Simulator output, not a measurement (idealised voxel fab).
process module | voxel transistor to metal
cross-section cut | 215 nm wide | cells 5 nm
A cross-section is a grid of square cells, given in bands from the top down. A band is one or more rows of cells.
Each band's line starts with the height of the band's top and of its bottom, in nm. Then come its materials from left to right, each with its width in nm. One material with "throughout" fills the band from edge to edge. "air" is empty space.
Height 0 is the level under which the wafer as received is all one material. The lowest band goes on downwards, as in "0 down".
A width such as "30 to 40" changes by the same amount from each row of cells to the next, from the band's top row to its bottom row.
"no change" after a step means that no cell of the cross-section changed.
closed voids: empty space of 8 cells or more with no open way to the top, each as width x height at its distance from the left edge, in nm
after a step's settings: what the simulator itself notes on the step
overlay nm, on a step with a mask: how far to the right of its planned place the mask lay; to the left if negative
plan
1 op RECEIVE | material Si
2 op CONFORMAL_DEP | material SiO2 | thk nm 5
3 op CONFORMAL_DEP | material SiN | thk nm 10
4 op MASKED_ETCH | tone cover | mask id ACTIVE | width nm 105 | etch materials SiN | depth nm 10 | overlay nm 0
5 op MASKED_ETCH | tone cover | mask id ACTIVE | width nm 105 | etch materials SiO2 | depth nm 5 | overlay nm 0
6 op MASKED_ETCH | tone cover | mask id ACTIVE | width nm 105 | etch materials Si | depth nm 20 | overlay nm 0
7 op FILL_DEP | material SiO2 | thk nm 10
8 op CMP | height nm 15
9 op SELECTIVE_ETCH | etch materials SiO2 | depth nm 10
10 op STRIP | etch materials SiN
11 op SELECTIVE_ETCH | etch materials SiO2 | depth nm 5
12 op OXIDIZE | depth nm 5
13 op DIRECTIONAL_DEP | material polySi | thk nm 30
14 op DIRECTIONAL_DEP | material SiCN | thk nm 10
15 op PATTERN | tone cover | mask id GATE | material resist | width nm 25 | thk nm 20 | overlay nm 0
16 op DIRECTIONAL_ETCH | etch materials SiCN | depth nm 20
17 op DIRECTIONAL_ETCH | etch materials polySi | depth nm 40
18 op STRIP | etch materials resist
19 op CONFORMAL_DEP | material SiN | thk nm 5
20 op DIRECTIONAL_ETCH | etch materials SiN | depth nm 5
21 op DIRECTIONAL_ETCH | etch materials SiO2 | depth nm 5
22 op EPI | material pSi | thk nm 5
23 op FILL_DEP | material SiO2 | thk nm 10
24 op CMP | height nm 30
25 op STRIP | etch materials polySi
26 op SELECTIVE_ETCH | etch materials SiO2 | depth nm 5
27 op CONFORMAL_DEP | material HfO2 | thk nm 5
28 op CONFORMAL_DEP | material TiN | thk nm 5
29 op FILL_DEP | material W | thk nm 5
30 op CMP | height nm 25
31 op DIRECTIONAL_DEP | material SiO2 | thk nm 15
32 op PATTERN | tone open | mask id CONTACT | material resist | width nm 15 | pitch nm 70 | thk nm 15 | overlay nm 0
33 op DIRECTIONAL_ETCH | etch materials SiO2 | depth nm 40
34 op STRIP | etch materials resist
35 op CONFORMAL_DEP | material TiN | thk nm 5
36 op FILL_DEP | material Ru | thk nm 5
37 op CMP | height nm 40
38 op DIRECTIONAL_DEP | material TiN | thk nm 5
39 op DIRECTIONAL_DEP | material W | thk nm 15
40 op DIRECTIONAL_DEP | material aC | thk nm 15
41 op PATTERN | tone cover | mask id METAL_1 | material resist | width nm 15 | pitch nm 70 | thk nm 35 | overlay nm 0
42 op DIRECTIONAL_ETCH | etch materials aC | depth nm 15
43 op STRIP | etch materials resist
44 op DIRECTIONAL_ETCH | etch materials W | depth nm 15
45 op DIRECTIONAL_ETCH | etch materials TiN | depth nm 5
46 op STRIP | etch materials aC
47 op CONFORMAL_DEP | material SiCN | thk nm 5
48 op FILL_DEP | material lowk | thk nm 5
49 op CMP | height nm 60
50 op CONFORMAL_DEP | material SiN | thk nm 5
first wafer, as planned
as received, after step 1
  0 down: Si throughout
  closed voids: none
after step 2
  5 to 0: SiO2 throughout
  below 0: unchanged
after step 3
  15 to 5: SiN throughout
  below 5: unchanged
after step 4
  15 to 5: air 55 | SiN 105 | air 55
  below 5: unchanged
after step 5
  15 to 5: air 55 | SiN 105 | air 55
  5 to 0: air 55 | SiO2 105 | air 55
  below 0: unchanged
after step 6
  15 to 5: air 55 | SiN 105 | air 55
  5 to 0: air 55 | SiO2 105 | air 55
  0 to -20: air 55 | Si 105 | air 55
  below -20: unchanged
after step 7
  25 to 15: SiO2 throughout
  15 to 5: SiO2 55 | SiN 105 | SiO2 55
  5 to 0: SiO2 throughout
  0 to -20: SiO2 55 | Si 105 | SiO2 55
  below -20: unchanged
after step 8
  15 to 5: SiO2 55 | SiN 105 | SiO2 55
  below 5: unchanged
after step 9
  15 to 5: air 55 | SiN 105 | air 55
  below 5: unchanged
after step 10
  5 to 0: SiO2 throughout
  below 0: unchanged
after step 11
  0 to -20: SiO2 55 | Si 105 | SiO2 55
  below -20: unchanged
after step 12
  0 to -5: SiO2 throughout
  below -5: unchanged
after step 13
  30 to 0: polySi throughout
  below 0: unchanged
after step 14
  40 to 30: SiCN throughout
  below 30: unchanged
after step 15
  60 to 40: air 95 | resist 25 | air 95
  below 40: unchanged
after step 16
  60 to 40: air 95 | resist 25 | air 95
  40 to 30: air 95 | SiCN 25 | air 95
  below 30: unchanged
after step 17
  60 to 40: air 95 | resist 25 | air 95
  40 to 30: air 95 | SiCN 25 | air 95
  30 to 0: air 95 | polySi 25 | air 95
  below 0: unchanged
after step 18
  40 to 30: air 95 | SiCN 25 | air 95
  below 30: unchanged
after step 19
  45 to 40: air 90 | SiN 35 | air 90
  40 to 30: air 90 | SiN 5 | SiCN 25 | SiN 5 | air 90
  30 to 5: air 90 | SiN 5 | polySi 25 | SiN 5 | air 90
  5 to 0: SiN 95 | polySi 25 | SiN 95
  below 0: unchanged
after step 20
  40 to 30: air 90 | SiN 5 | SiCN 25 | SiN 5 | air 90
  30 to 0: air 90 | SiN 5 | polySi 25 | SiN 5 | air 90
  below 0: unchanged
after step 21
  40 to 30: air 90 | SiN 5 | SiCN 25 | SiN 5 | air 90
  30 to 0: air 90 | SiN 5 | polySi 25 | SiN 5 | air 90
  0 to -5: air 90 | SiO2 35 | air 90
  below -5: unchanged
after step 22
  40 to 30: air 90 | SiN 5 | SiCN 25 | SiN 5 | air 90
  30 to 0: air 90 | SiN 5 | polySi 25 | SiN 5 | air 90
  0 to -5: air 50 | pSi 40 | SiO2 35 | pSi 40 | air 50
  below -5: unchanged
after step 23
  50 to 40: SiO2 throughout
  40 to 30: SiO2 90 | SiN 5 | SiCN 25 | SiN 5 | SiO2 90
  30 to 0: SiO2 90 | SiN 5 | polySi 25 | SiN 5 | SiO2 90
  0 to -5: SiO2 50 | pSi 40 | SiO2 35 | pSi 40 | SiO2 50
  below -5: unchanged
after step 24
  30 to 0: SiO2 90 | SiN 5 | polySi 25 | SiN 5 | SiO2 90
  below 0: unchanged
after step 25
  30 to 0: SiO2 90 | SiN 5 | air 25 | SiN 5 | SiO2 90
  below 0: unchanged
after step 26
  30 to 25: air 90 | SiN 5 | air 25 | SiN 5 | air 90
  25 to 0: SiO2 90 | SiN 5 | air 25 | SiN 5 | SiO2 90
  0 to -5: SiO2 50 | pSi 40 | air 35 | pSi 40 | SiO2 50
  below -5: unchanged
after step 27
  35 to 30: air 85 | HfO2 15 | air 15 | HfO2 15 | air 85
  30 to 25: HfO2 90 | SiN 5 | HfO2 5 | air 15 | HfO2 5 | SiN 5 | HfO2 90
  25 to 0: SiO2 90 | SiN 5 | HfO2 5 | air 15 | HfO2 5 | SiN 5 | SiO2 90
  0 to -5: SiO2 50 | pSi 40 | HfO2 35 | pSi 40 | SiO2 50
  below -5: unchanged
after step 28
  40 to 35: air 80 | TiN 25 | air 5 | TiN 25 | air 80
  35 to 30: TiN 85 | HfO2 15 | TiN 5 | air 5 | TiN 5 | HfO2 15 | TiN 85
  30 to 25: HfO2 90 | SiN 5 | HfO2 5 | TiN 5 | air 5 | TiN 5 | HfO2 5 | SiN 5 | HfO2 90
  25 to 5: SiO2 90 | SiN 5 | HfO2 5 | TiN 5 | air 5 | TiN 5 | HfO2 5 | SiN 5 | SiO2 90
  5 to 0: SiO2 90 | SiN 5 | HfO2 5 | TiN 15 | HfO2 5 | SiN 5 | SiO2 90
  below 0: unchanged
after step 29
  45 to 40: W throughout
  40 to 35: W 80 | TiN 25 | W 5 | TiN 25 | W 80
  35 to 30: TiN 85 | HfO2 15 | TiN 5 | W 5 | TiN 5 | HfO2 15 | TiN 85
  30 to 25: HfO2 90 | SiN 5 | HfO2 5 | TiN 5 | W 5 | TiN 5 | HfO2 5 | SiN 5 | HfO2 90
  25 to 5: SiO2 90 | SiN 5 | HfO2 5 | TiN 5 | W 5 | TiN 5 | HfO2 5 | SiN 5 | SiO2 90
  below 5: unchanged
after step 30
  25 to 5: SiO2 90 | SiN 5 | HfO2 5 | TiN 5 | W 5 | TiN 5 | HfO2 5 | SiN 5 | SiO2 90
  below 5: unchanged
after step 31
  40 to 25: SiO2 throughout
  below 25: unchanged
after step 32
  55 to 40: resist 65 | air 15 | resist 55 | air 15 | resist 65
  below 40: unchanged
after step 33
  55 to 40: resist 65 | air 15 | resist 55 | air 15 | resist 65
  40 to 25: SiO2 65 | air 15 | SiO2 55 | air 15 | SiO2 65
  25 to 5: SiO2 65 | air 15 | SiO2 10 | SiN 5 | HfO2 5 | TiN 5 | W 5 | TiN 5 | HfO2 5 | SiN 5 | SiO2 10 | air 15 | SiO2 65
  5 to 0: SiO2 65 | air 15 | SiO2 10 | SiN 5 | HfO2 5 | TiN 15 | HfO2 5 | SiN 5 | SiO2 10 | air 15 | SiO2 65
  below 0: unchanged
after step 34
  40 to 25: SiO2 65 | air 15 | SiO2 55 | air 15 | SiO2 65
  below 25: unchanged
after step 35
  45 to 40: TiN 70 | air 5 | TiN 65 | air 5 | TiN 70
  40 to 25: SiO2 65 | TiN 5 | air 5 | TiN 5 | SiO2 55 | TiN 5 | air 5 | TiN 5 | SiO2 65
  25 to 5: SiO2 65 | TiN 5 | air 5 | TiN 5 | SiO2 10 | SiN 5 | HfO2 5 | TiN 5 | W 5 | TiN 5 | HfO2 5 | SiN 5 | SiO2 10 | TiN 5 | air 5 | TiN 5 | SiO2 65
  5 to 0: SiO2 65 | TiN 15 | SiO2 10 | SiN 5 | HfO2 5 | TiN 15 | HfO2 5 | SiN 5 | SiO2 10 | TiN 15 | SiO2 65
  below 0: unchanged
after step 36
  50 to 45: Ru throughout
  45 to 40: TiN 70 | Ru 5 | TiN 65 | Ru 5 | TiN 70
  40 to 25: SiO2 65 | TiN 5 | Ru 5 | TiN 5 | SiO2 55 | TiN 5 | Ru 5 | TiN 5 | SiO2 65
  25 to 5: SiO2 65 | TiN 5 | Ru 5 | TiN 5 | SiO2 10 | SiN 5 | HfO2 5 | TiN 5 | W 5 | TiN 5 | HfO2 5 | SiN 5 | SiO2 10 | TiN 5 | Ru 5 | TiN 5 | SiO2 65
  below 5: unchanged
after step 37
  40 to 25: SiO2 65 | TiN 5 | Ru 5 | TiN 5 | SiO2 55 | TiN 5 | Ru 5 | TiN 5 | SiO2 65
  below 25: unchanged
after step 38
  45 to 40: TiN throughout
  below 40: unchanged
after step 39
  60 to 45: W throughout
  below 45: unchanged
after step 40
  75 to 60: aC throughout
  below 60: unchanged
after step 41
  110 to 75: air 65 | resist 15 | air 55 | resist 15 | air 65
  below 75: unchanged
after step 42
  95 to 75: air 65 | resist 15 | air 55 | resist 15 | air 65
  75 to 60: air 65 | aC 15 | air 55 | aC 15 | air 65
  below 60: unchanged
after step 43
  75 to 60: air 65 | aC 15 | air 55 | aC 15 | air 65
  below 60: unchanged
after step 44
  75 to 60: air 65 | aC 15 | air 55 | aC 15 | air 65
  60 to 45: air 65 | W 15 | air 55 | W 15 | air 65
  below 45: unchanged
after step 45
  75 to 60: air 65 | aC 15 | air 55 | aC 15 | air 65
  60 to 45: air 65 | W 15 | air 55 | W 15 | air 65
  45 to 40: air 65 | TiN 15 | air 55 | TiN 15 | air 65
  below 40: unchanged
after step 46
  60 to 45: air 65 | W 15 | air 55 | W 15 | air 65
  below 45: unchanged
after step 47
  65 to 60: air 60 | SiCN 25 | air 45 | SiCN 25 | air 60
  60 to 45: air 60 | SiCN 5 | W 15 | SiCN 5 | air 45 | SiCN 5 | W 15 | SiCN 5 | air 60
  45 to 40: SiCN 65 | TiN 15 | SiCN 55 | TiN 15 | SiCN 65
  below 40: unchanged
after step 48
  70 to 65: lowk throughout
  65 to 60: lowk 60 | SiCN 25 | lowk 45 | SiCN 25 | lowk 60
  60 to 45: lowk 60 | SiCN 5 | W 15 | SiCN 5 | lowk 45 | SiCN 5 | W 15 | SiCN 5 | lowk 60
  below 45: unchanged
after step 49
  60 to 45: lowk 60 | SiCN 5 | W 15 | SiCN 5 | lowk 45 | SiCN 5 | W 15 | SiCN 5 | lowk 60
  below 45: unchanged
after step 50
  65 to 60: SiN throughout
  below 60: unchanged
second wafer: like start, like plan, one mistake. Through step 40 it matches the first wafer
when step 41 should have ended
  110 to 75: resist 65 | air 15 | resist 55 | air 15 | resist 65
  below 75: unchanged
when step 42 should have ended
  95 to 75: resist 65 | air 15 | resist 55 | air 15 | resist 65
  75 to 60: aC 65 | air 15 | aC 55 | air 15 | aC 65
  below 60: unchanged
when step 43 should have ended
  75 to 60: aC 65 | air 15 | aC 55 | air 15 | aC 65
  below 60: unchanged
when step 44 should have ended
  75 to 60: aC 65 | air 15 | aC 55 | air 15 | aC 65
  60 to 45: W 65 | air 15 | W 55 | air 15 | W 65
  below 45: unchanged
when step 45 should have ended
  75 to 60: aC 65 | air 15 | aC 55 | air 15 | aC 65
  60 to 45: W 65 | air 15 | W 55 | air 15 | W 65
  45 to 40: TiN 65 | air 15 | TiN 55 | air 15 | TiN 65
  below 40: unchanged
when step 46 should have ended
  60 to 45: W 65 | air 15 | W 55 | air 15 | W 65
  below 45: unchanged
when step 47 should have ended
  65 to 60: SiCN 70 | air 5 | SiCN 65 | air 5 | SiCN 70
  60 to 45: W 65 | SiCN 5 | air 5 | SiCN 5 | W 55 | SiCN 5 | air 5 | SiCN 5 | W 65
  45 to 40: TiN 65 | SiCN 15 | TiN 55 | SiCN 15 | TiN 65
  below 40: unchanged
when step 48 should have ended
  70 to 65: lowk throughout
  65 to 60: SiCN 70 | lowk 5 | SiCN 65 | lowk 5 | SiCN 70
  60 to 45: W 65 | SiCN 5 | lowk 5 | SiCN 5 | W 55 | SiCN 5 | lowk 5 | SiCN 5 | W 65
  below 45: unchanged
when step 49 should have ended
  60 to 45: W 65 | SiCN 5 | lowk 5 | SiCN 5 | W 55 | SiCN 5 | lowk 5 | SiCN 5 | W 65
  below 45: unchanged
when step 50 should have ended
  65 to 60: SiN throughout
  below 60: unchanged
what went wrong: step 41 ran as: op PATTERN | tone open | mask id METAL_1 | material resist | width nm 15 | pitch nm 70 | thk nm 35 | overlay nm 0
at the end the second wafer has, in cells: 31 fewer of SiCN | 31 more of TiN | 93 more of W | 93 fewer of lowk
